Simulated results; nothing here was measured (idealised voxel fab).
process module | voxel released beams
cross-section cut | 220 nm wide | cells 5 nm
A cross-section is a grid of square cells, given in bands from the top down. A band is one or more rows of cells.
Each band's line starts with the height of the band's top and of its bottom, in nm. Then come its materials from left to right, each with its width in nm. One material with "throughout" fills the band from edge to edge. "air" is empty space.
Height 0 is the level under which the wafer as received is all one material. The lowest band goes on downwards, as in "0 down".
A width such as "30 to 40" changes by the same amount from each row of cells to the next, from the band's top row to its bottom row.
"no change" after a step means that no cell of the cross-section changed.
closed voids: empty space of 8 cells or more with no open way to the top, each as width x height at its distance from the left edge, in nm
after a step's settings: what the simulator itself notes on the step
overlay nm, on a step with a mask: how far to the right of its planned place the mask lay; to the left if negative
plan
1 op RECEIVE | material Si
2 op CONFORMAL_DEP | material SiN | thk nm 5
3 op DIRECTIONAL_DEP | material SiO2 | thk nm 20
4 op PATTERN | tone open | mask id ANCHOR | material resist | width nm 45 | thk nm 20 | overlay nm 0
5 op DIRECTIONAL_ETCH | etch materials SiO2 | depth nm 20
6 op STRIP | etch materials resist
7 op CONFORMAL_DEP | material W | thk nm 15
8 op PATTERN | tone cover | mask id BEAM | material resist | width nm 95 | thk nm 20 | overlay nm 0
9 op DIRECTIONAL_ETCH | etch materials W | depth nm 15
10 op STRIP | etch materials resist
11 op STRIP | etch materials SiO2
as received, after step 1
  0 down: Si throughout
  closed voids: none
first wafer at the end, as planned
  40 to 25: air 60 | W 20 | air 15 | W 60 | air 65
  25 to 20: air 65 | W 15 | air 15 | W 15 | air 110
  20 to 5: air 65 | W 45 | air 110
  5 to 0: SiN throughout
  0 down: Si throughout
  closed voids: none
second wafer at the end: like start, like plan, one mistake
  40 to 25: air 60 | W 20 | air 20 | W 55 | air 65
  25 to 20: air 65 | W 15 | air 20 | W 15 | air 105
  20 to 5: air 65 | W 50 | air 105
  5 to 0: SiN throughout
  0 down: Si throughout
  closed voids: none
what went wrong: step 4 ran as: op PATTERN | tone open | mask id ANCHOR | material resist | width nm 50 | thk nm 20 | overlay nm 0
at the end the second wafer has, in cells: as many of each material as the first, in other places
